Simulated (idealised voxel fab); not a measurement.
Process module heading - voxel ribs on slabs
Cross-section cut: width 260 nm, square cells of 5 nm.
The cross-sections in this document take the form of a grid made of square cells. They are written out as bands, in order from top to bottom. Each band consists of one or more rows of cells. This entry defines a band. It first specifies the height of the band's top and the height of its bottom in nm, and then specifies the band's materials from left to right, stating each material with its width in nm. The word "throughout" identifies a single material that fills the band from edge to edge, while the word "empty" identifies empty space. Height reference: 0 = level under which incoming wafer is all one material. Lowest band: no bottom, runs on downward, e.g. "0 -> down". Think of "30->40" as a width that walks from the first number to the second as you go down the band, top row to bottom row, taking equal-sized steps from row to row. The designation "no change occurred", where it is given for a processing step, indicates that no cell of the cross-section was altered in the course of that step. Empty spaces counting at least 8 cells and having no open way to the top are listed in "Voids, fully enclosed". The notation width x height at distance is used for each, the distance being from the left edge and all three values in nm. What comes after the settings on a step's line is commentary from the simulator itself on that step. The setting "overlay nm" may be written on the line of a step. When the step uses a mask, the value reports how far to the right of the planned place the mask lay, and a negative value reports that it lay to the left.

### plan
1,RECEIVE [material Si]
2,DIRECTIONAL_DEP [material SiO2] [thk nm 20]
3,DIRECTIONAL_DEP [material SiN] [thk nm 15]
4,PATTERN [tone cover] [mask id RIB] [material resist] [width nm 15] [thk nm 15] [overlay nm 0]
5,DIRECTIONAL_ETCH [etch materials SiN] [depth nm 5]
6,STRIP [etch materials resist]
7,DIRECTIONAL_DEP [material aC] [thk nm 10]
8,PATTERN [tone cover] [mask id SLAB] [material resist] [width nm 65] [thk nm 30] [overlay nm 0]
9,DIRECTIONAL_ETCH [etch materials aC] [depth nm 10]
10,STRIP [etch materials resist]
11,DIRECTIONAL_ETCH [etch materials SiN] [depth nm 10]
12,STRIP [etch materials aC]
13,FILL_DEP [material SiO2] [thk nm 15]
14,CMP [height nm 45]
15,DIRECTIONAL_DEP [material TiN] [thk nm 5]
16,DIRECTIONAL_DEP [material aC] [thk nm 10]
17,PATTERN [tone cover] [mask id HEATER] [material resist] [width nm 25] [thk nm 25] [overlay nm 0]
18,DIRECTIONAL_ETCH [etch materials aC] [depth nm 10]
19,STRIP [etch materials resist]
20,DIRECTIONAL_ETCH [etch materials TiN] [depth nm 5]
21,STRIP [etch materials aC]
22,CONFORMAL_DEP [material SiO2] [thk nm 10]

### First wafer of two (run as planned)

### Here's what the wafer looked like in cross-section when it arrived - that's after step 1
* 0 -> down = Si throughout
* Voids, fully enclosed: none

### Presented here is a cross-section of the wafer after step 2 has been performed
* 20 -> 0 = SiO2 throughout
* Under the height 0 nothing was changed.

### Presented here is a cross-section of the wafer after step 3 has been performed
* 35 -> 20 = SiN throughout
* Under the height 20 nothing was changed.

### Presented here is a cross-section of the wafer after step 4 has been performed
* 50 -> 35 = 120 of empty; 15 of resist; 125 of empty
* Under the height 35 nothing was changed.

### Presented here is a cross-section of the wafer after step 5 has been performed
* 50 -> 35 = 120 of empty; 15 of resist; 125 of empty
* 35 -> 30 = 120 of empty; 15 of SiN; 125 of empty
* Under the height 30 nothing was changed.

### Presented here is a cross-section of the wafer after step 6 has been performed
* 35 -> 30 = 120 of empty; 15 of SiN; 125 of empty
* Under the height 30 nothing was changed.

### Presented here is a cross-section of the wafer after step 7 has been performed
* 45 -> 40 = 120 of empty; 15 of aC; 125 of empty
* 40 -> 35 = aC throughout
* 35 -> 30 = 120 of aC; 15 of SiN; 125 of aC
* Under the height 30 nothing was changed.

### Presented here is a cross-section of the wafer after step 8 has been performed
* 75 -> 45 = 95 of empty; 65 of resist; 100 of empty
* 45 -> 40 = 95 of empty; 25 of resist; 15 of aC; 25 of resist; 100 of empty
* Under the height 40 nothing was changed.

### Presented here is a cross-section of the wafer after step 9 has been performed
* 65 -> 45 = 95 of empty; 65 of resist; 100 of empty
* 45 -> 40 = 95 of empty; 25 of resist; 15 of aC; 25 of resist; 100 of empty
* 40 -> 35 = 95 of empty; 65 of aC; 100 of empty
* 35 -> 30 = 95 of empty; 25 of aC; 15 of SiN; 25 of aC; 100 of empty
* Under the height 30 nothing was changed.

### Presented here is a cross-section of the wafer after step 10 has been performed
* 45 -> 35 = 120->95 of empty; 15->65 of aC; 125->100 of empty
* Under the height 35 nothing was changed.

### Presented here is a cross-section of the wafer after step 11 has been performed
* 45 -> 35 = 120->95 of empty; 15->65 of aC; 125->100 of empty
* 35 -> 30 = 95 of empty; 25 of aC; 15 of SiN; 25 of aC; 100 of empty
* 30 -> 20 = 95 of empty; 65 of SiN; 100 of empty
* Under the height 20 nothing was changed.

### Presented here is a cross-section of the wafer after step 12 has been performed
* 35 -> 30 = 120 of empty; 15 of SiN; 125 of empty
* Under the height 30 nothing was changed.

### Presented here is a cross-section of the wafer after step 13 has been performed
* 50 -> 35 = SiO2 throughout
* 35 -> 30 = 120 of SiO2; 15 of SiN; 125 of SiO2
* 30 -> 20 = 95 of SiO2; 65 of SiN; 100 of SiO2
* Under the height 20 nothing was changed.

### Presented here is a cross-section of the wafer after step 14 has been performed
* 45 -> 35 = SiO2 throughout
* Under the height 35 nothing was changed.

### Presented here is a cross-section of the wafer after step 15 has been performed
* 50 -> 45 = TiN throughout
* Under the height 45 nothing was changed.

### Presented here is a cross-section of the wafer after step 16 has been performed
* 60 -> 50 = aC throughout
* Under the height 50 nothing was changed.

### Presented here is a cross-section of the wafer after step 17 has been performed
* 85 -> 60 = 115 of empty; 25 of resist; 120 of empty
* Under the height 60 nothing was changed.

### Presented here is a cross-section of the wafer after step 18 has been performed
* 75 -> 60 = 115 of empty; 25 of resist; 120 of empty
* 60 -> 50 = 115 of empty; 25 of aC; 120 of empty
* Under the height 50 nothing was changed.

### Presented here is a cross-section of the wafer after step 19 has been performed
* 60 -> 50 = 115 of empty; 25 of aC; 120 of empty
* Under the height 50 nothing was changed.

### Presented here is a cross-section of the wafer after step 20 has been performed
* 60 -> 50 = 115 of empty; 25 of aC; 120 of empty
* 50 -> 45 = 115 of empty; 25 of TiN; 120 of empty
* Under the height 45 nothing was changed.

### Presented here is a cross-section of the wafer after step 21 has been performed
* 50 -> 45 = 115 of empty; 25 of TiN; 120 of empty
* Under the height 45 nothing was changed.

### Presented here is a cross-section of the wafer after step 22 has been performed
* 60 -> 55 = 105 of empty; 45 of SiO2; 110 of empty
* 55 -> 50 = SiO2 throughout
* 50 -> 45 = 115 of SiO2; 25 of TiN; 120 of SiO2
* Under the height 45 nothing was changed.

### Second wafer, same starting conditions and recipe as the first, one mistake in executing it, nothing differs from the first up to and including step 16

### Second wafer, sectioned view, at step 17's planned end time
* 85 -> 60 = 120 of empty; 15 of resist; 125 of empty
* Under the height 60 nothing was changed.

### Second wafer, sectioned view, at step 18's planned end time
* 75 -> 60 = 120 of empty; 15 of resist; 125 of empty
* 60 -> 50 = 120 of empty; 15 of aC; 125 of empty
* Under the height 50 nothing was changed.

### Second wafer, sectioned view, at step 19's planned end time
* 60 -> 50 = 120 of empty; 15 of aC; 125 of empty
* Under the height 50 nothing was changed.

### Second wafer, sectioned view, at step 20's planned end time
* 60 -> 50 = 120 of empty; 15 of aC; 125 of empty
* 50 -> 45 = 120 of empty; 15 of TiN; 125 of empty
* Under the height 45 nothing was changed.

### Second wafer, sectioned view, at step 21's planned end time
* 50 -> 45 = 120 of empty; 15 of TiN; 125 of empty
* Under the height 45 nothing was changed.

### Second wafer, sectioned view, at step 22's planned end time
* 60 -> 55 = 110 of empty; 35 of SiO2; 115 of empty
* 55 -> 50 = SiO2 throughout
* 50 -> 45 = 120 of SiO2; 15 of TiN; 125 of SiO2
* Under the height 45 nothing was changed.
Which mistake was made when the wafer was run? rather than as planned, step 17 actually ran as PATTERN [tone cover] [mask id HEATER] [material resist] [width nm 15] [thk nm 25] [overlay nm 0]
The second wafer ends with more or fewer cells of some materials than the first, per final count: TiN: 2 fewer
